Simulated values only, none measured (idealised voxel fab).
The process module that follows is named voxel ribs on slabs.
Displayed cross-section: cut, width of 235 nm, square cells sized 5 nm.
A cross-section in this document is a grid of square cells, and it is written down as bands, the top band listed before the ones below it; a band is made up of one or more rows of cells.
Top, bottom (nm), then materials left to right with widths (nm); lone material tagged "edge to edge" fills the whole band edge to edge; "air" = empty space.
Note: height 0 marks the level under which the wafer is uniformly one material as received. Lowest band unbounded below, written "0 and below".
It should be noted that a width expressed as "30->40" varies in equal increments from row to row of cells within the band, taking the value of the first number at the top row and that of the second number at the bottom row.
For the purposes of this document, the phrase "nothing got changed" attached to a step denotes that no cell within the cross-section was modified by that step.
"Entrapped voids" specifies each empty space that is not open to the top and that occupies no fewer than 8 cells, using the form width x height at distance, the distance measured from the left edge and all three quantities in nm.
Whatever follows a step's settings on its line is a remark the simulator itself makes about that step.
overlay nm: mask right of planned place by this much (step with mask). Neg. = left.
[Steps planned for the process]
- 1: RECEIVE: material Si
- 2: DIRECTIONAL_DEP: material SiO2, thk nm 20
- 3: DIRECTIONAL_DEP: material SiN, thk nm 25
- 4: DIRECTIONAL_DEP: material aC, thk nm 15
- 5: PATTERN: tone cover, mask id RIB, material resist, width nm 30, thk nm 35, overlay nm 0
- 6: DIRECTIONAL_ETCH: etch materials aC, depth nm 15
- 7: STRIP: etch materials resist
- 8: DIRECTIONAL_ETCH: etch materials SiN, depth nm 5
- 9: STRIP: etch materials aC
- 10: MASKED_ETCH: tone cover, mask id SLAB, width nm 60, etch materials SiN, depth nm 20, overlay nm 0
- 11: FILL_DEP: material SiO2, thk nm 15
- 12: CMP: height nm 55
- 13: DIRECTIONAL_DEP: material TiN, thk nm 5
- 14: PATTERN: tone cover, mask id HEATER, material resist, width nm 40, thk nm 20, overlay nm 0
- 15: DIRECTIONAL_ETCH: etch materials TiN, depth nm 5
- 16: STRIP: etch materials resist
- 17: CONFORMAL_DEP: material SiN, thk nm 5
[Cross-section of the wafer at receipt, which is the condition after step 1]
- 0 and below: Si edge to edge
- Entrapped voids: none
[Cross-sectional view of the first of the two wafers upon completion of the module, processed in accordance with the plan]
- 65 down to 60: air 90 nm, then SiN 50 nm, then air 95 nm
- 60 down to 55: SiN 95 nm, then TiN 40 nm, then SiN 100 nm
- 55 down to 45: SiO2 edge to edge
- 45 down to 40: SiO2 100 nm, then SiN 30 nm, then SiO2 105 nm
- 40 down to 20: SiO2 85 nm, then SiN 60 nm, then SiO2 90 nm
- 20 down to 0: SiO2 edge to edge
- 0 and below: Si edge to edge
- Entrapped voids: none
[Now the second wafer, cross-sectioned at the end of the module. Nothing different at the start, nothing different in the plan compared with the first, just one mistake when it was actually run]
- 65 down to 60: air 85 nm, then SiN 50 nm, then air 100 nm
- 60 down to 55: SiN 90 nm, then TiN 40 nm, then SiN 105 nm
- 55 down to 45: SiO2 edge to edge
- 45 down to 40: SiO2 100 nm, then SiN 30 nm, then SiO2 105 nm
- 40 down to 20: SiO2 85 nm, then SiN 60 nm, then SiO2 90 nm
- 20 down to 0: SiO2 edge to edge
- 0 and below: Si edge to edge
- Entrapped voids: none
Error vs. plan: step 14 did not use the planned setting and instead ran as PATTERN: tone cover, mask id HEATER, material resist, width nm 40, thk nm 20, overlay nm -5
Heads up: at the end the two wafers have identical cell counts per material, they're just laid out differently.
